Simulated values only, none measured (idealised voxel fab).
The following process module bears the name voxel quadruple lines.
For reference, the cross-section in this document is cut, with width 185 nm and square cells of 5 nm.
We lay out every cross-section as a grid of square cells and spell it out in bands from the top down, where one band means one or more rows of cells.
Each band's line starts with the height of the band's top and of its bottom, in nm. Then come its materials from left to right, each with its width in nm. One material with "everywhere" fills the band from edge to edge. "air" is empty space.
Where do heights start? At 0: under that level the wafer as delivered is made of one material only. And the lowest band has no floor; it just carries on downward, as in "0..down".
You'd read "30 to 40" like this: the band's top row of cells is as wide as the first number, its bottom row is as wide as the second, and going down, every row changes width by the same amount as the row before did.
Any step labelled "remains unaltered" changed none of the cells in the cross-section.
Any empty space of 8 cells or more lacking an open way to the top shows up in "Closed void entries" as width x height at distance, distance from the left edge, in nm.
Past the settings on a step's line: simulator remark, on that step.
overlay nm: how far to the right of its planned place the mask lay on this masked step (negative: to the left).

**Below is the list of planned process steps**
1,op RECEIVE | material Si
2,op CONFORMAL_DEP | material Al2O3 | thk nm 10
3,op DIRECTIONAL_DEP | material Ru | thk nm 10
4,op DIRECTIONAL_DEP | material polySi | thk nm 20
5,op DIRECTIONAL_DEP | material aC | thk nm 20
6,op PATTERN | tone cover | mask id MANDREL | material resist | width nm 25 | pitch nm 80 | thk nm 30 | overlay nm 0
7,op DIRECTIONAL_ETCH | etch materials aC | depth nm 20
8,op STRIP | etch materials resist
9,op CONFORMAL_DEP | material SiO2 | thk nm 15
10,op DIRECTIONAL_ETCH | etch materials SiO2 | depth nm 15
11,op STRIP | etch materials aC
12,op DIRECTIONAL_ETCH | etch materials polySi | depth nm 20
13,op STRIP | etch materials SiO2
14,op CONFORMAL_DEP | material SiN | thk nm 5
15,op DIRECTIONAL_ETCH | etch materials SiN | depth nm 5
16,op STRIP | etch materials polySi
17,op DIRECTIONAL_ETCH | etch materials Ru | depth nm 10
18,op STRIP | etch materials SiN

**Received-state cross-section, reflecting completion of step 1**
> 0..down  Si everywhere
> Closed void entries: none

**First of two wafers, end-of-module section, run followed plan**
> 20..10  air 20, then Ru 5, then air 15, then Ru 5, then air 15, then Ru 5, then air 15, then Ru 5, then air 15, then Ru 5, then air 15, then Ru 5, then air 15, then Ru 5, then air 15, then Ru 5, then air 20
> 10..0  Al2O3 everywhere
> 0..down  Si everywhere
> Closed void entries: none

**Same start, same plan as the first wafer - but one mistake in the run. Cross-section of the second of the two at the end of the module**
> 45..40  air 20, then SiO2 25, then air 15, then SiO2 25, then air 15, then SiO2 25, then air 15, then SiO2 25, then air 20
> 40..25  air 20, then SiO2 5, then polySi 15, then SiO2 5, then air 15, then SiO2 5, then polySi 15, then SiO2 5, then air 15, then SiO2 5, then polySi 15, then SiO2 5, then air 15, then SiO2 5, then polySi 15, then SiO2 5, then air 20
> 25..20  SiO2 25, then polySi 15, then SiO2 25, then polySi 15, then SiO2 25, then polySi 15, then SiO2 25, then polySi 15, then SiO2 25
> 20..10  Ru everywhere
> 10..0  Al2O3 everywhere
> 0..down  Si everywhere
> Closed void entries: none
Plan not followed: the process deviated at step 14: the operation and settings actually run there were op CONFORMAL_DEP | material SiO2 | thk nm 5
Upon completion, the second wafer contains, in terms of cells, a greater or smaller amount of certain materials than the first wafer: +58 Ru, +69 SiO2, +48 polySi
